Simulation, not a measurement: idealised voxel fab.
process module | voxel transistor to metal
cross-section cut | 150 nm wide | cells 5 nm
A cross-section is a grid of square cells, given in bands from the top down. A band is one or more rows of cells.
Each band's line starts with the height of the band's top and of its bottom, in nm. Then come its materials from left to right, each with its width in nm. One material with "throughout" fills the band from edge to edge. "air" is empty space.
Height 0 is the level under which the wafer as received is all one material. The lowest band goes on downwards, as in "0 down".
A width such as "30 to 40" changes by the same amount from each row of cells to the next, from the band's top row to its bottom row.
"no change" after a step means that no cell of the cross-section changed.
closed voids: empty space of 8 cells or more with no open way to the top, each as width x height at its distance from the left edge, in nm
after a step's settings: what the simulator itself notes on the step
overlay nm, on a step with a mask: how far to the right of its planned place the mask lay; to the left if negative
plan
1 op RECEIVE | material Si
2 op CONFORMAL_DEP | material SiO2 | thk nm 5
3 op CONFORMAL_DEP | material SiN | thk nm 15
4 op DIRECTIONAL_DEP | material aC | thk nm 10
5 op PATTERN | tone cover | mask id ACTIVE | material resist | width nm 105 | thk nm 30 | overlay nm 0
6 op DIRECTIONAL_ETCH | etch materials aC | depth nm 10
7 op STRIP | etch materials resist
8 op DIRECTIONAL_ETCH | etch materials SiN | depth nm 15
9 op DIRECTIONAL_ETCH | etch materials SiO2 | depth nm 5
10 op DIRECTIONAL_ETCH | etch materials Si | depth nm 35
11 op STRIP | etch materials aC
12 op OXIDIZE | depth nm 5
13 op FILL_DEP | material SiO2 | thk nm 5
14 op CMP | height nm 20
15 op SELECTIVE_ETCH | etch materials SiO2 | depth nm 5
16 op STRIP | etch materials SiN
17 op SELECTIVE_ETCH | etch materials SiO2 | depth nm 5
18 op OXIDIZE | depth nm 5
19 op DIRECTIONAL_DEP | material polySi | thk nm 20
20 op DIRECTIONAL_DEP | material SiCN | thk nm 15
21 op MASKED_ETCH | tone cover | mask id GATE | width nm 25 | etch materials SiCN | depth nm 25 | overlay nm 0
22 op MASKED_ETCH | tone cover | mask id GATE | width nm 25 | etch materials polySi | depth nm 30 | overlay nm 0
23 op CONFORMAL_DEP | material SiO2 | thk nm 5
24 op DIRECTIONAL_ETCH | etch materials SiO2 | depth nm 5
25 op CONFORMAL_DEP | material SiN | thk nm 5
26 op DIRECTIONAL_ETCH | etch materials SiN | depth nm 5
27 op DIRECTIONAL_ETCH | etch materials SiO2 | depth nm 5
28 op DIRECTIONAL_ETCH | etch materials Si | depth nm 10
29 op EPI | material pSi | thk nm 15
30 op FILL_DEP | material SiO2 | thk nm 10
31 op CMP | height nm 35
32 op DIRECTIONAL_DEP | material SiO2 | thk nm 10
33 op PATTERN | tone open | mask id CONTACT | material resist | width nm 30 | pitch nm 65 | thk nm 15 | overlay nm 0
34 op DIRECTIONAL_ETCH | etch materials SiO2 | depth nm 45
35 op STRIP | etch materials resist
36 op CONFORMAL_DEP | material TiN | thk nm 5
37 op FILL_DEP | material W | thk nm 5
38 op CMP | height nm 45
39 op DIRECTIONAL_DEP | material TiN | thk nm 5
40 op DIRECTIONAL_DEP | material W | thk nm 15
41 op PATTERN | tone cover | mask id METAL_1 | material resist | width nm 20 | pitch nm 75 | thk nm 20 | overlay nm 0
42 op DIRECTIONAL_ETCH | etch materials W | depth nm 15
43 op DIRECTIONAL_ETCH | etch materials TiN | depth nm 5
44 op STRIP | etch materials resist
45 op FILL_DEP | material lowk | thk nm 10
46 op CMP | height nm 65
47 op CONFORMAL_DEP | material SiCN | thk nm 5
as received, after step 1
  0 down: Si throughout
  closed voids: none
first wafer at the end, as planned
  70 to 65: SiCN throughout
  65 to 50: lowk 25 | W 20 | lowk 55 | W 20 | lowk 30
  50 to 45: lowk 25 | TiN 20 | lowk 55 | TiN 20 | lowk 30
  45 to 35: SiO2 25 | TiN 5 | W 20 to 15 | TiN 5 to 10 | SiO2 35 | TiN 5 to 10 | W 20 to 15 | TiN 5 | SiO2 30
  35 to 20: SiO2 25 | TiN 5 | W 15 | TiN 5 | SiN 5 | SiO2 5 | SiCN 25 | SiO2 5 | SiN 5 | TiN 5 | W 15 | TiN 5 | SiO2 30
  20 to 15: SiO2 25 | TiN 5 | W 15 | TiN 5 | SiN 5 | SiO2 5 | polySi 25 | SiO2 5 | SiN 5 | TiN 5 | W 15 | TiN 5 | SiO2 30
  15 to 10: SiO2 25 | TiN 25 | SiN 5 | SiO2 5 | polySi 25 | SiO2 5 | SiN 5 | TiN 25 | SiO2 30
  10 to 0: SiO2 20 | SiN 5 | TiN 10 | pSi 15 | SiN 5 | SiO2 5 | polySi 25 | SiO2 5 | SiN 5 | pSi 15 | TiN 10 | SiN 5 | SiO2 25
  0 to -5: SiO2 25 | pSi 25 | SiO2 45 | pSi 25 | SiO2 30
  -5 to -15: SiO2 25 | pSi 25 | Si 45 | pSi 25 | SiO2 30
  -15 to -40: SiO2 25 | Si 95 | SiO2 30
  -40 down: Si throughout
  closed voids: none
second wafer at the end: like start, like plan, one mistake
  70 to 65: SiCN throughout
  65 to 50: lowk 25 | W 20 | lowk 55 | W 20 | lowk 30
  50 to 45: lowk 25 | TiN 20 | lowk 55 | TiN 20 | lowk 30
  45 to 35: SiO2 25 | TiN 5 | W 20 | TiN 5 | SiO2 35 | TiN 5 | W 20 | TiN 5 | SiO2 30
  35 to 20: SiO2 25 | TiN 5 | W 20 | TiN 5 | SiO2 5 | SiCN 25 | SiO2 5 | TiN 5 | W 20 | TiN 5 | SiO2 30
  20 to 10: SiO2 25 | TiN 5 | W 20 to 5 | TiN 5 to 20 | SiO2 5 | polySi 25 | SiO2 5 | TiN 5 to 20 | W 20 to 5 | TiN 5 | SiO2 30
  10 to 5: SiO2 25 | TiN 5 | W 5 | TiN 5 | pSi 15 | SiO2 5 | polySi 25 | SiO2 5 | pSi 15 | TiN 5 | W 5 | TiN 5 | SiO2 30
  5 to 0: SiO2 25 | TiN 15 | pSi 15 | SiO2 5 | polySi 25 | SiO2 5 | pSi 15 | TiN 15 | SiO2 30
  0 to -5: SiO2 20 | pSi 35 | SiO2 35 | pSi 35 | SiO2 25
  -5 to -15: SiO2 25 | pSi 30 | Si 35 | pSi 30 | SiO2 30
  -15 to -40: SiO2 25 | Si 95 | SiO2 30
  -40 down: Si throughout
  closed voids: none
what went wrong: step 25 was left out
at the end the second wafer has, in cells: 4 fewer of Si | 18 fewer of SiN | 14 more of W | 8 more of pSi
